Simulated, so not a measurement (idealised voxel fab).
Process module in this document: voxel released beams
Cross-sectional view cut (width: 265 nm; square cell size: 5 nm).
Square cells in a grid make up a cross-section in this document, and the grid is given as bands, listed from the top down, each one or more rows of cells.
Basically the band line says how high the top is and how high the bottom is, in nm, and then what's in it from left to right, every material with its width in nm. Empty space shows up as "blank", and if a single material carries "full width" it runs the full band edge to edge.
Height datum 0, below which the as-received substrate wafer is one material. Lowest band open at the bottom, running downward: "from 0 down".
The two numbers in a width such as "30->40" mark its ends across the band: the first belongs to the top row of cells, the second to the bottom row, and from each row to the next the width moves by the same amount.
"all unchanged" -> step changed no cross-section cell.
The entry titled "Closed empty spaces" provides the empty spaces that have no open way to the top, restricted to those of 8 cells or more. Each is presented as width x height at distance, the distance being measured from the left edge, with all three in nm.
Note: text after step settings on the step line = simulator remark on that step.
"overlay nm", when on a step's line for a step with a mask, measures how far to the right of its planned place the mask lay; a negative measure means to the left.
## Planned process steps
1. RECEIVE (material Si)
2. CONFORMAL_DEP (material SiN; thk nm 5)
3. DIRECTIONAL_DEP (material SiO2; thk nm 20)
4. DIRECTIONAL_DEP (material aC; thk nm 10)
5. PATTERN (tone open; mask id ANCHOR; material resist; width nm 25; thk nm 25; overlay nm 0)
6. DIRECTIONAL_ETCH (etch materials aC; depth nm 10)
7. STRIP (etch materials resist)
8. DIRECTIONAL_ETCH (etch materials SiO2; depth nm 20)
9. STRIP (etch materials aC)
10. CONFORMAL_DEP (material W; thk nm 10)
11. MASKED_ETCH (tone cover; mask id BEAM; width nm 95; etch materials W; depth nm 10; overlay nm -15)
12. STRIP (etch materials SiO2)
Quick note for whoever runs this: the wafers start identical, but the overlay nm at step 11 isn't the same across them. The plan just shows what the first wafer had.
## First wafer of several, as received: cross-section after step 1
> from 0 down  Si full width
> Closed empty spaces: none
## Basically each wafer gets a line in the table, showing it at the end of the module: material by material, the cells it gained (+) or lost (-) since we got it, then its closed voids
overlay nm -15, +53 SiN, +54 W, Closed empty spaces: none
overlay nm -10, +53 SiN, +54 W, Closed empty spaces: none
overlay nm -5, +53 SiN, +54 W, Closed empty spaces: none
overlay nm 0, +53 SiN, +54 W, Closed empty spaces: none
overlay nm 5, +53 SiN, +54 W, Closed empty spaces: none
overlay nm 10, +53 SiN, +54 W, Closed empty spaces: none
overlay nm 15, +53 SiN, +54 W, Closed empty spaces: none
